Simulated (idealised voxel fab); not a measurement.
Herein follows the process module entitled voxel quadruple lines.
We display cut, a cross-section 280 nm in width whose square cells are each 5 nm.
Cross-section layout: square cells on a grid; listed as bands, top to bottom; a band spans one or more cell rows. This entry defines a band. It first specifies the height of the band's top and the height of its bottom in nm, and then specifies the band's materials from left to right, stating each material with its width in nm. The word "full width" identifies a single material that fills the band from edge to edge, while the word "blank" identifies empty space. For the purposes of this specification, 0 denotes the height below which the wafer in its as-received condition is composed wholly of one material, and the lowermost band, lacking a lower limit, extends downward without end, as expressed in "0..down". The notation "30 to 40" denotes a width that varies across the rows of cells in the band, beginning at the first number in the top row, finishing at the second number in the bottom row, and changing by an identical amount from each row to the next. A step reported as "nothing was modified" is a step in which no cell of the cross-section changed. Entry "Non-vented voids". Content: empty spaces with no open connection to the top, size 8 cells or greater. Each: width x height at distance. Distance: from left edge. Unit: nm. after a step's settings: what the simulator itself notes on the step. When a step includes a mask, the "overlay nm" setting on its line states how far to the right of its planned place that mask lay, and negative values state how far to the left.
Here's what the planned process steps look like:
- 1: op RECEIVE | material Si
- 2: op CONFORMAL_DEP | material SiO2 | thk nm 5
- 3: op DIRECTIONAL_DEP | material W | thk nm 15
- 4: op DIRECTIONAL_DEP | material polySi | thk nm 20
- 5: op DIRECTIONAL_DEP | material aC | thk nm 20
- 6: op PATTERN | tone cover | mask id MANDREL | material resist | width nm 25 | thk nm 30 | overlay nm -15
- 7: op DIRECTIONAL_ETCH | etch materials aC | depth nm 20
- 8: op STRIP | etch materials resist
- 9: op CONFORMAL_DEP | material SiO2 | thk nm 15
- 10: op DIRECTIONAL_ETCH | etch materials SiO2 | depth nm 15
- 11: op STRIP | etch materials aC
- 12: op DIRECTIONAL_ETCH | etch materials polySi | depth nm 20
- 13: op STRIP | etch materials SiO2
- 14: op CONFORMAL_DEP | material SiCN | thk nm 5
- 15: op DIRECTIONAL_ETCH | etch materials SiCN | depth nm 5
- 16: op STRIP | etch materials polySi
- 17: op DIRECTIONAL_ETCH | etch materials W | depth nm 15
- 18: op STRIP | etch materials SiCN
The plan's step 6 overlay nm is the first wafer's value; the wafers differ in this setting and start identical.
First wafer of several, as received: cross-section after step 1:
    0..down = Si full width
    Non-vented voids: none
Here's the first of several wafers in cross-section, end of the module, after the last step, step 18:
    20..5 = blank: 90 | W: 5 | blank: 15 | W: 5 | blank: 15 | W: 5 | blank: 15 | W: 5 | blank: 125
    5..0 = SiO2 full width
    0..down = Si full width
    Non-vented voids: none
Cross-section at module completion, last wafer:
    20..5 = blank: 120 | W: 5 | blank: 15 | W: 5 | blank: 15 | W: 5 | blank: 15 | W: 5 | blank: 95
    5..0 = SiO2 full width
    0..down = Si full width
    Non-vented voids: none
Tabulated below, wafer by wafer, are the end-of-module results: for each material, the number of cells gained (+) or lost (-) relative to the as-received state, followed by the closed voids:
overlay nm -15 | +56 SiO2 | +12 W | Non-vented voids: none
overlay nm -10 | +56 SiO2 | +12 W | Non-vented voids: none
overlay nm -5 | +56 SiO2 | +12 W | Non-vented voids: none
overlay nm 0 | +56 SiO2 | +12 W | Non-vented voids: none
overlay nm 5 | +56 SiO2 | +12 W | Non-vented voids: none
overlay nm 10 | +56 SiO2 | +12 W | Non-vented voids: none
overlay nm 15 | +56 SiO2 | +12 W | Non-vented voids: none
